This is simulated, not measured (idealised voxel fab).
The following is a process module called voxel transistor to metal.
We display cut, a cross-section 170 nm in width whose square cells are each 5 nm.
A cross-section is written here as square cells arranged in a grid, and it is given in bands from the top down, each band taking up one or more rows of cells.
Band: top height; bottom height; in nm. Then, left to right: material with width in nm, for each material. "everywhere": a single material spanning edge to edge. "empty": empty space.
Convention: height 0 is the level below which the wafer, as received, is all one material. The lowest band does not terminate at the bottom but continues downward, represented as "0 -> down".
Quick explanation for "30..40": the width changes in equal steps down the rows of cells, from the first number in the band's top row to the second number in its bottom row.
What does "stayed the same" mean for a step? It means no cell of the cross-section changed in that step.
If an empty space has no open way to the top and is at least 8 cells in size, "Unvented cavities" lists it, written width x height at distance, where distance is measured from the left edge and every value is in nm.
Post-settings text on a step line: simulator's own remark regarding the step.
overlay nm: how far to the right of its planned place the mask lay on this masked step (negative: to the left).

So here's the lineup of process steps we planned
1,op RECEIVE | material Si
2,op CONFORMAL_DEP | material SiO2 | thk nm 5
3,op CONFORMAL_DEP | material SiN | thk nm 15
4,op MASKED_ETCH | tone cover | mask id ACTIVE | width nm 95 | etch materials SiN | depth nm 15 | overlay nm 0
5,op MASKED_ETCH | tone cover | mask id ACTIVE | width nm 95 | etch materials SiO2 | depth nm 5 | overlay nm 0
6,op MASKED_ETCH | tone cover | mask id ACTIVE | width nm 95 | etch materials Si | depth nm 20 | overlay nm 0
7,op OXIDIZE | depth nm 5
8,op FILL_DEP | material SiO2 | thk nm 15
9,op CMP | height nm 20
10,op SELECTIVE_ETCH | etch materials SiO2 | depth nm 10
11,op STRIP | etch materials SiN
12,op SELECTIVE_ETCH | etch materials SiO2 | depth nm 5
13,op OXIDIZE | depth nm 5
14,op DIRECTIONAL_DEP | material polySi | thk nm 30
15,op DIRECTIONAL_DEP | material SiCN | thk nm 10
16,op PATTERN | tone cover | mask id GATE | material resist | width nm 15 | thk nm 20 | overlay nm 0
17,op DIRECTIONAL_ETCH | etch materials SiCN | depth nm 20
18,op DIRECTIONAL_ETCH | etch materials polySi | depth nm 40
19,op STRIP | etch materials resist
20,op CONFORMAL_DEP | material SiN | thk nm 10
21,op DIRECTIONAL_ETCH | etch materials SiN | depth nm 10
22,op DIRECTIONAL_ETCH | etch materials SiO2 | depth nm 5
23,op DIRECTIONAL_ETCH | etch materials Si | depth nm 5
24,op EPI | material pSi | thk nm 10
25,op FILL_DEP | material SiO2 | thk nm 5
26,op CMP | height nm 40
27,op DIRECTIONAL_DEP | material SiO2 | thk nm 15
28,op MASKED_ETCH | tone open | mask id CONTACT | width nm 15 | pitch nm 60 | etch materials SiO2 | depth nm 55 | overlay nm 0
29,op CONFORMAL_DEP | material TiN | thk nm 5
30,op FILL_DEP | material Ru | thk nm 10
31,op CMP | height nm 55
32,op CONFORMAL_DEP | material SiN | thk nm 5
33,op DIRECTIONAL_DEP | material SiO2 | thk nm 25
34,op PATTERN | tone open | mask id METAL_1 | material resist | width nm 15 | pitch nm 60 | thk nm 15 | overlay nm 0
35,op DIRECTIONAL_ETCH | etch materials SiO2 | depth nm 25
36,op DIRECTIONAL_ETCH | etch materials SiN | depth nm 5
37,op STRIP | etch materials resist
38,op CONFORMAL_DEP | material TiN | thk nm 5
39,op FILL_DEP | material Cu | thk nm 5
40,op CMP | height nm 85
41,op CONFORMAL_DEP | material SiCN | thk nm 5
varied across the wafers: width nm of step 28. The plan shows the first wafer's value. All wafers start alike

So this is the first of several wafers, cross-sectioned as it came to us, meaning it's at the end of step 1
* 0 -> down = Si everywhere
* Unvented cavities: none

The figure below presents a cross-section of the first of several wafers at the conclusion of the module, following its last step, step 41
* 90 -> 85 = SiCN everywhere
* 85 -> 60 = SiO2 (45) / TiN (5) / Cu (5) / TiN (5) / SiO2 (45) / TiN (5) / Cu (5) / TiN (5) / SiO2 (50)
* 60 -> 55 = SiN (45) / TiN (15) / SiN (45) / TiN (15) / SiN (50)
* 55 -> 40 = SiO2 (45) / TiN (5) / Ru (5) / TiN (5) / SiO2 (45) / TiN (5) / Ru (5) / TiN (5) / SiO2 (50)
* 40 -> 30 = SiO2 (45) / TiN (5) / Ru (5) / TiN (5) / SiO2 (5) / SiN (10) / SiCN (15) / SiN (10) / SiO2 (5) / TiN (5) / Ru (5) / TiN (5) / SiO2 (50)
* 30 -> 10 = SiO2 (45) / TiN (5) / Ru (5) / TiN (5) / SiO2 (5) / SiN (10) / polySi (15) / SiN (10) / SiO2 (5) / TiN (5) / Ru (5) / TiN (5) / SiO2 (50)
* 10 -> 5 = SiO2 (45) / TiN (15) / SiO2 (5) / SiN (10) / polySi (15) / SiN (10) / SiO2 (5) / TiN (15) / SiO2 (50)
* 5 -> 0 = SiO2 (30) / SiN (10) / SiO2 (5) / TiN (10) / pSi (10) / SiN (10) / polySi (15) / SiN (10) / pSi (10) / TiN (10) / SiO2 (5) / SiN (10) / SiO2 (35)
* 0 -> -5 = SiO2 (40) / pSi (25) / SiO2 (35) / pSi (25) / SiO2 (45)
* -5 -> -10 = SiO2 (40) / pSi (25) / Si (35) / pSi (25) / SiO2 (45)
* -10 -> -25 = SiO2 (40) / Si (85) / SiO2 (45)
* -25 -> down = Si everywhere
* Unvented cavities: none

Wafer cross-section (last wafer, module end)
* 90 -> 85 = SiCN everywhere
* 85 -> 60 = SiO2 (45) / TiN (5) / Cu (5) / TiN (5) / SiO2 (45) / TiN (5) / Cu (5) / TiN (5) / SiO2 (50)
* 60 -> 55 = SiN (45) / TiN (15) / SiN (45) / TiN (15) / SiN (50)
* 55 -> 45 = SiO2 (40) / TiN (5) / Ru (20) / TiN (5) / SiO2 (30) / TiN (5) / Ru (20) / TiN (5) / SiO2 (40)
* 45 -> 40 = SiO2 (40) / TiN (5) / Ru (15) / TiN (10) / SiO2 (30) / TiN (5) / Ru (20) / TiN (5) / SiO2 (40)
* 40 -> 30 = SiO2 (40) / TiN (5) / Ru (15) / TiN (5) / SiN (10) / SiCN (15) / SiN (10) / TiN (5) / Ru (20) / TiN (5) / SiO2 (40)
* 30 -> 10 = SiO2 (40) / TiN (5) / Ru (15) / TiN (5) / SiN (10) / polySi (15) / SiN (10) / TiN (5) / Ru (20) / TiN (5) / SiO2 (40)
* 10 -> 5 = SiO2 (40) / TiN (5) / Ru (5) / TiN (15) / SiN (10) / polySi (15) / SiN (10) / TiN (15) / Ru (5) / TiN (10) / SiO2 (40)
* 5 -> 0 = SiO2 (30) / SiN (10) / TiN (15) / pSi (10) / SiN (10) / polySi (15) / SiN (10) / pSi (10) / TiN (15) / SiN (10) / SiO2 (35)
* 0 -> -5 = SiO2 (40) / pSi (25) / SiO2 (35) / pSi (25) / SiO2 (45)
* -5 -> -10 = SiO2 (40) / pSi (25) / Si (35) / pSi (25) / SiO2 (45)
* -10 -> -25 = SiO2 (40) / Si (85) / SiO2 (45)
* -25 -> down = Si everywhere
* Unvented cavities: none

Below, a row for every wafer. Read it as the end-of-module picture: for each material the wafer shows its cells gained (+) or lost (-) since it was received, and then its closed voids
width nm 15; +10 Cu; +18 Ru; -112 Si; +40 SiCN; +64 SiN; +478 SiO2; +72 TiN; +24 pSi; +18 polySi; Unvented cavities: none
width nm 20; +10 Cu; +37 Ru; -112 Si; +40 SiCN; +64 SiN; +457 SiO2; +74 TiN; +24 pSi; +18 polySi; Unvented cavities: none
width nm 25; +10 Cu; +56 Ru; -112 Si; +40 SiCN; +64 SiN; +436 SiO2; +76 TiN; +24 pSi; +18 polySi; Unvented cavities: none
width nm 30; +10 Cu; +67 Ru; -112 Si; +40 SiCN; +64 SiN; +423 SiO2; +78 TiN; +24 pSi; +18 polySi; Unvented cavities: none
